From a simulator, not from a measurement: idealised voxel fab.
process module | voxel self aligned contacts
cross-section cut | 185 nm wide | cells 5 nm
A cross-section is a grid of square cells, given in bands from the top down. A band is one or more rows of cells.
Each band's line starts with the height of the band's top and of its bottom, in nm. Then come its materials from left to right, each with its width in nm. One material with "throughout" fills the band from edge to edge. "air" is empty space.
Height 0 is the level under which the wafer as received is all one material. The lowest band goes on downwards, as in "0 down".
A width such as "30 to 40" changes by the same amount from each row of cells to the next, from the band's top row to its bottom row.
"no change" after a step means that no cell of the cross-section changed.
closed voids: empty space of 8 cells or more with no open way to the top, each as width x height at its distance from the left edge, in nm
after a step's settings: what the simulator itself notes on the step
overlay nm, on a step with a mask: how far to the right of its planned place the mask lay; to the left if negative
plan
1 op RECEIVE | material Si
2 op CONFORMAL_DEP | material SiO2 | thk nm 5
3 op DIRECTIONAL_DEP | material polySi | thk nm 25
4 op DIRECTIONAL_DEP | material SiN | thk nm 25
5 op DIRECTIONAL_DEP | material aC | thk nm 15
6 op PATTERN | tone cover | mask id GATE | material resist | width nm 35 | pitch nm 70 | thk nm 30 | overlay nm 0
7 op DIRECTIONAL_ETCH | etch materials aC | depth nm 15
8 op STRIP | etch materials resist
9 op DIRECTIONAL_ETCH | etch materials SiN | depth nm 25
10 op DIRECTIONAL_ETCH | etch materials polySi | depth nm 25
11 op STRIP | etch materials aC
12 op CONFORMAL_DEP | material SiN | thk nm 10
13 op DIRECTIONAL_ETCH | etch materials SiN | depth nm 10
14 op FILL_DEP | material SiO2 | thk nm 10
15 op CMP | height nm 60
16 op PATTERN | tone open | mask id CONTACT | material resist | width nm 55 | thk nm 20 | overlay nm 0
17 op DIRECTIONAL_ETCH | etch materials SiO2 | depth nm 60
18 op STRIP | etch materials resist
19 op CONFORMAL_DEP | material TiN | thk nm 5
20 op FILL_DEP | material W | thk nm 5
21 op CMP | height nm 60
22 op CONFORMAL_DEP | material SiCN | thk nm 5
as received, after step 1
  0 down: Si throughout
  closed voids: none
first wafer at the end, as planned
  65 to 60: SiCN throughout
  60 to 55: SiO2 65 | TiN 25 | W 5 | TiN 25 | SiO2 65
  55 to 30: SiO2 30 | SiN 55 | TiN 5 | W 5 | TiN 5 | SiN 55 | SiO2 30
  30 to 5: SiO2 30 | SiN 10 | polySi 35 | SiN 10 | TiN 5 | W 5 | TiN 5 | SiN 10 | polySi 35 | SiN 10 | SiO2 30
  5 to 0: SiO2 85 | TiN 15 | SiO2 85
  0 down: Si throughout
  closed voids: none
second wafer at the end: like start, like plan, one mistake
  65 to 60: SiCN throughout
  60 to 55: SiO2 60 | TiN 30 | W 5 | TiN 20 | SiO2 70
  55 to 30: SiO2 30 | SiN 55 | TiN 5 | W 5 | TiN 5 | SiN 55 | SiO2 30
  30 to 5: SiO2 30 | SiN 10 | polySi 35 | SiN 10 | TiN 5 | W 5 | TiN 5 | SiN 10 | polySi 35 | SiN 10 | SiO2 30
  5 to 0: SiO2 85 | TiN 15 | SiO2 85
  0 down: Si throughout
  closed voids: none
what went wrong: step 16 ran as: op PATTERN | tone open | mask id CONTACT | material resist | width nm 55 | thk nm 20 | overlay nm -5
at the end the second wafer has, in cells: as many of each material as the first, in other places
